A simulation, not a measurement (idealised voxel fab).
process module | voxel trench capacitor
Cross-section cut spans 270 nm and uses square cells 5 nm in size.
Bands, listed from the top down, are how a cross-section gets written in this document; the cross-section itself is a grid of square cells, and a band is one or more rows of them.
Per band: top height and bottom height in nm, followed by the left-to-right materials and their widths in nm; "full width" marks a single material spanning edge to edge, "air" marks empty space.
Heights are reckoned from 0. Under this level, the received wafer is all of one material. The bottommost band is open-ended downward, for example "0 down".
The expression "30..40" gives the width at the extremes of the band, the first number at its top row of cells and the second at its bottom row, with the width changing by equal amounts from each row to the next in between.
Take "everything unchanged" at face value: in the step it is given for, the cross-section changed in none of its cells.
"Sealed voids" lists enclosed empty spaces (at least 8 cells, no open path upward to the top), each as width x height at distance from the left edge, in nm.
Note: text after step settings on the step line = simulator remark on that step.
overlay nm: mask right of planned place by this much (step with mask). Neg. = left.
### Below is the list of planned process steps
1. RECEIVE, material Si
2. CONFORMAL_DEP, material SiN, thk nm 5
3. DIRECTIONAL_DEP, material aC, thk nm 15
4. PATTERN, tone open, mask id TRENCH, material resist, width nm 15, pitch nm 45, thk nm 35, overlay nm 0
5. DIRECTIONAL_ETCH, etch materials aC, depth nm 15
6. STRIP, etch materials resist
7. DIRECTIONAL_ETCH, etch materials SiN, depth nm 5
8. DIRECTIONAL_ETCH, etch materials Si, depth nm 25
9. STRIP, etch materials aC
10. CONFORMAL_DEP, material Al2O3, thk nm 5
11. FILL_DEP, material polySi, thk nm 5
12. CMP, height nm 5
Heads up: all these wafers start the same, and what changes between them is the width nm in step 4. The value you see in the plan is just what the first wafer got.
### Cut through the first of several wafers as received, post step 1
	0 down | Si full width
	Sealed voids: none
### Cross-section of the first of several wafers, taken after step 12, where the module ends
	5 to 0 | 105 SiN, 5 Al2O3, 5 polySi, 5 Al2O3, 30 SiN, 5 Al2O3, 5 polySi, 5 Al2O3, 105 SiN
	0 to -20 | 105 Si, 5 Al2O3, 5 polySi, 5 Al2O3, 30 Si, 5 Al2O3, 5 polySi, 5 Al2O3, 105 Si
	-20 to -25 | 105 Si, 15 Al2O3, 30 Si, 15 Al2O3, 105 Si
	-25 down | Si full width
	Sealed voids: none
### Here we cross-sectioned the last of the wafers once the module was done
	5 to 0 | 100 SiN, 5 Al2O3, 20 polySi, 5 Al2O3, 15 SiN, 5 Al2O3, 20 polySi, 5 Al2O3, 95 SiN
	0 to -20 | 100 Si, 5 Al2O3, 20 polySi, 5 Al2O3, 15 Si, 5 Al2O3, 20 polySi, 5 Al2O3, 95 Si
	-20 to -25 | 100 Si, 30 Al2O3, 15 Si, 30 Al2O3, 95 Si
	-25 down | Si full width
	Sealed voids: none
### Rows = wafers. At module end, each row lists per material the cells gained (+) or lost (-) since the wafer was received, then the closed voids
width nm 15; +26 Al2O3; -30 Si; +48 SiN; +10 polySi; Sealed voids: none
width nm 20; +28 Al2O3; -40 Si; +46 SiN; +20 polySi; Sealed voids: none
width nm 25; +30 Al2O3; -50 Si; +44 SiN; +30 polySi; Sealed voids: none
width nm 30; +32 Al2O3; -60 Si; +42 SiN; +40 polySi; Sealed voids: none
